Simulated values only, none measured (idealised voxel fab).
process module | voxel fin reveal
cross-section cut | 295 nm wide | cells 5 nm
A cross-section is a grid of square cells, given in bands from the top down. A band is one or more rows of cells.
Each band's line starts with the height of the band's top and of its bottom, in nm. Then come its materials from left to right, each with its width in nm. One material with "throughout" fills the band from edge to edge. "air" is empty space.
Height 0 is the level under which the wafer as received is all one material. The lowest band goes on downwards, as in "0 down".
A width such as "30 to 40" changes by the same amount from each row of cells to the next, from the band's top row to its bottom row.
"no change" after a step means that no cell of the cross-section changed.
closed voids: empty space of 8 cells or more with no open way to the top, each as width x height at its distance from the left edge, in nm
after a step's settings: what the simulator itself notes on the step
overlay nm, on a step with a mask: how far to the right of its planned place the mask lay; to the left if negative
plan
1 op RECEIVE | material Si
2 op CONFORMAL_DEP | material SiN | thk nm 5
3 op MASKED_ETCH | tone cover | mask id FINS | width nm 15 | pitch nm 45 | etch materials SiN | depth nm 5 | overlay nm -15
4 op MASKED_ETCH | tone cover | mask id FINS | width nm 15 | pitch nm 45 | etch materials Si | depth nm 30 | overlay nm 0
5 op OXIDIZE | depth nm 5
6 op FILL_DEP | material SiO2 | thk nm 5
7 op CMP | height nm 5
8 op SELECTIVE_ETCH | etch materials SiO2 | depth nm 25
9 op STRIP | etch materials SiN
varied across the wafers: overlay nm of step 3. The plan shows the first wafer's value. All wafers start alike
first wafer as received, after step 1
  0 down: Si throughout
  closed voids: none
first wafer at the end, after step 9
  0 to -5: air 85 | Si 5 | air 40 | Si 5 | air 40 | Si 5 | air 115
  -5 to -20: air 85 | Si 20 | air 25 | Si 20 | air 25 | Si 20 | air 100
  -20 to -35: SiO2 85 | Si 20 | SiO2 25 | Si 20 | SiO2 25 | Si 20 | SiO2 100
  -35 down: Si throughout
  closed voids: none
last wafer at the end
  0 to -5: air 115 | Si 5 | air 40 | Si 5 | air 40 | Si 5 | air 85
  -5 to -20: air 100 | Si 20 | air 25 | Si 20 | air 25 | Si 20 | air 85
  -20 to -35: SiO2 100 | Si 20 | SiO2 25 | Si 20 | SiO2 25 | Si 20 | SiO2 85
  -35 down: Si throughout
  closed voids: none
each wafer at the end: cells of each material gained (+) or lost (-) since it was received, then its closed voids
overlay nm -15 | -338 Si | +141 SiO2 | closed voids: none
overlay nm -10 | -356 Si | +150 SiO2 | closed voids: none
overlay nm -5 | -374 Si | +159 SiO2 | closed voids: none
overlay nm 0 | -392 Si | +168 SiO2 | closed voids: none
overlay nm 5 | -374 Si | +159 SiO2 | closed voids: none
overlay nm 10 | -356 Si | +150 SiO2 | closed voids: none
overlay nm 15 | -338 Si | +141 SiO2 | closed voids: none
